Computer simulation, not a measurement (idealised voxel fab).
process module | voxel self aligned contacts
cross-section cut | 295 nm wide | cells 5 nm
A cross-section is a grid of square cells, given in bands from the top down. A band is one or more rows of cells.
Each band's line starts with the height of the band's top and of its bottom, in nm. Then come its materials from left to right, each with its width in nm. One material with "throughout" fills the band from edge to edge. "air" is empty space.
Height 0 is the level under which the wafer as received is all one material. The lowest band goes on downwards, as in "0 down".
A width such as "30 to 40" changes by the same amount from each row of cells to the next, from the band's top row to its bottom row.
"no change" after a step means that no cell of the cross-section changed.
closed voids: empty space of 8 cells or more with no open way to the top, each as width x height at its distance from the left edge, in nm
after a step's settings: what the simulator itself notes on the step
overlay nm, on a step with a mask: how far to the right of its planned place the mask lay; to the left if negative
plan
1 op RECEIVE | material Si
2 op CONFORMAL_DEP | material SiO2 | thk nm 5
3 op DIRECTIONAL_DEP | material polySi | thk nm 25
4 op DIRECTIONAL_DEP | material SiN | thk nm 20
5 op PATTERN | tone cover | mask id GATE | material resist | width nm 30 | pitch nm 75 | thk nm 15 | overlay nm 0
6 op DIRECTIONAL_ETCH | etch materials SiN | depth nm 20
7 op DIRECTIONAL_ETCH | etch materials polySi | depth nm 25
8 op STRIP | etch materials resist
9 op CONFORMAL_DEP | material SiN | thk nm 10
10 op DIRECTIONAL_ETCH | etch materials SiN | depth nm 10
11 op FILL_DEP | material SiO2 | thk nm 15
12 op CMP | height nm 55
13 op MASKED_ETCH | tone open | mask id CONTACT | width nm 55 | etch materials SiO2 | depth nm 55 | overlay nm 0
14 op CONFORMAL_DEP | material TiN | thk nm 5
15 op FILL_DEP | material Ru | thk nm 5
16 op CMP | height nm 55
17 op CONFORMAL_DEP | material SiN | thk nm 5
first wafer, as planned
as received, after step 1
  0 down: Si throughout
  closed voids: none
after step 2
  5 to 0: SiO2 throughout
  below 0: unchanged
after step 3
  30 to 5: polySi throughout
  below 5: unchanged
after step 4
  50 to 30: SiN throughout
  below 30: unchanged
after step 5
  65 to 50: air 95 | resist 30 | air 45 | resist 30 | air 95
  below 50: unchanged
after step 6
  65 to 50: air 95 | resist 30 | air 45 | resist 30 | air 95
  50 to 30: air 95 | SiN 30 | air 45 | SiN 30 | air 95
  below 30: unchanged
after step 7
  65 to 50: air 95 | resist 30 | air 45 | resist 30 | air 95
  50 to 30: air 95 | SiN 30 | air 45 | SiN 30 | air 95
  30 to 5: air 95 | polySi 30 | air 45 | polySi 30 | air 95
  below 5: unchanged
after step 8
  50 to 30: air 95 | SiN 30 | air 45 | SiN 30 | air 95
  below 30: unchanged
after step 9
  60 to 30: air 85 | SiN 50 | air 25 | SiN 50 | air 85
  30 to 15: air 85 | SiN 10 | polySi 30 | SiN 10 | air 25 | SiN 10 | polySi 30 | SiN 10 | air 85
  15 to 5: SiN 95 | polySi 30 | SiN 45 | polySi 30 | SiN 95
  below 5: unchanged
after step 10
  50 to 30: air 85 | SiN 50 | air 25 | SiN 50 | air 85
  30 to 5: air 85 | SiN 10 | polySi 30 | SiN 10 | air 25 | SiN 10 | polySi 30 | SiN 10 | air 85
  below 5: unchanged
after step 11
  65 to 50: SiO2 throughout
  50 to 30: SiO2 85 | SiN 50 | SiO2 25 | SiN 50 | SiO2 85
  30 to 5: SiO2 85 | SiN 10 | polySi 30 | SiN 10 | SiO2 25 | SiN 10 | polySi 30 | SiN 10 | SiO2 85
  below 5: unchanged
after step 12
  55 to 50: SiO2 throughout
  below 50: unchanged
after step 13
  55 to 50: SiO2 120 | air 55 | SiO2 120
  50 to 30: SiO2 85 | SiN 50 | air 25 | SiN 50 | SiO2 85
  30 to 5: SiO2 85 | SiN 10 | polySi 30 | SiN 10 | air 25 | SiN 10 | polySi 30 | SiN 10 | SiO2 85
  5 to 0: SiO2 135 | air 25 | SiO2 135
  below 0: unchanged
after step 14
  60 to 55: TiN 125 | air 45 | TiN 125
  55 to 50: SiO2 120 | TiN 20 | air 15 | TiN 20 | SiO2 120
  50 to 30: SiO2 85 | SiN 50 | TiN 5 | air 15 | TiN 5 | SiN 50 | SiO2 85
  30 to 5: SiO2 85 | SiN 10 | polySi 30 | SiN 10 | TiN 5 | air 15 | TiN 5 | SiN 10 | polySi 30 | SiN 10 | SiO2 85
  5 to 0: SiO2 135 | TiN 25 | SiO2 135
  below 0: unchanged
after step 15
  65 to 60: Ru throughout
  60 to 55: TiN 125 | Ru 45 | TiN 125
  55 to 50: SiO2 120 | TiN 20 | Ru 15 | TiN 20 | SiO2 120
  50 to 30: SiO2 85 | SiN 50 | TiN 5 | Ru 15 | TiN 5 | SiN 50 | SiO2 85
  30 to 5: SiO2 85 | SiN 10 | polySi 30 | SiN 10 | TiN 5 | Ru 15 | TiN 5 | SiN 10 | polySi 30 | SiN 10 | SiO2 85
  below 5: unchanged
after step 16
  55 to 50: SiO2 120 | TiN 20 | Ru 15 | TiN 20 | SiO2 120
  below 50: unchanged
after step 17
  60 to 55: SiN throughout
  below 55: unchanged
second wafer: like start, like plan, one mistake. Through step 12 it matches the first wafer
when step 13 should have ended
  55 to 50: SiO2 115 | air 55 | SiO2 125
  50 to 30: SiO2 85 | SiN 50 | air 25 | SiN 50 | SiO2 85
  30 to 5: SiO2 85 | SiN 10 | polySi 30 | SiN 10 | air 25 | SiN 10 | polySi 30 | SiN 10 | SiO2 85
  5 to 0: SiO2 135 | air 25 | SiO2 135
  below 0: unchanged
when step 14 should have ended
  60 to 55: TiN 120 | air 45 | TiN 130
  55 to 50: SiO2 115 | TiN 25 | air 15 | TiN 15 | SiO2 125
  50 to 30: SiO2 85 | SiN 50 | TiN 5 | air 15 | TiN 5 | SiN 50 | SiO2 85
  30 to 5: SiO2 85 | SiN 10 | polySi 30 | SiN 10 | TiN 5 | air 15 | TiN 5 | SiN 10 | polySi 30 | SiN 10 | SiO2 85
  5 to 0: SiO2 135 | TiN 25 | SiO2 135
  below 0: unchanged
when step 15 should have ended
  65 to 60: Ru throughout
  60 to 55: TiN 120 | Ru 45 | TiN 130
  55 to 50: SiO2 115 | TiN 25 | Ru 15 | TiN 15 | SiO2 125
  50 to 30: SiO2 85 | SiN 50 | TiN 5 | Ru 15 | TiN 5 | SiN 50 | SiO2 85
  30 to 5: SiO2 85 | SiN 10 | polySi 30 | SiN 10 | TiN 5 | Ru 15 | TiN 5 | SiN 10 | polySi 30 | SiN 10 | SiO2 85
  below 5: unchanged
when step 16 should have ended
  55 to 50: SiO2 115 | TiN 25 | Ru 15 | TiN 15 | SiO2 125
  below 50: unchanged
when step 17 should have ended
  60 to 55: SiN throughout
  below 55: unchanged
what went wrong: step 13 ran as: op MASKED_ETCH | tone open | mask id CONTACT | width nm 55 | etch materials SiO2 | depth nm 55 | overlay nm -5
at the end the second wafer has, in cells: as many of each material as the first, in other places
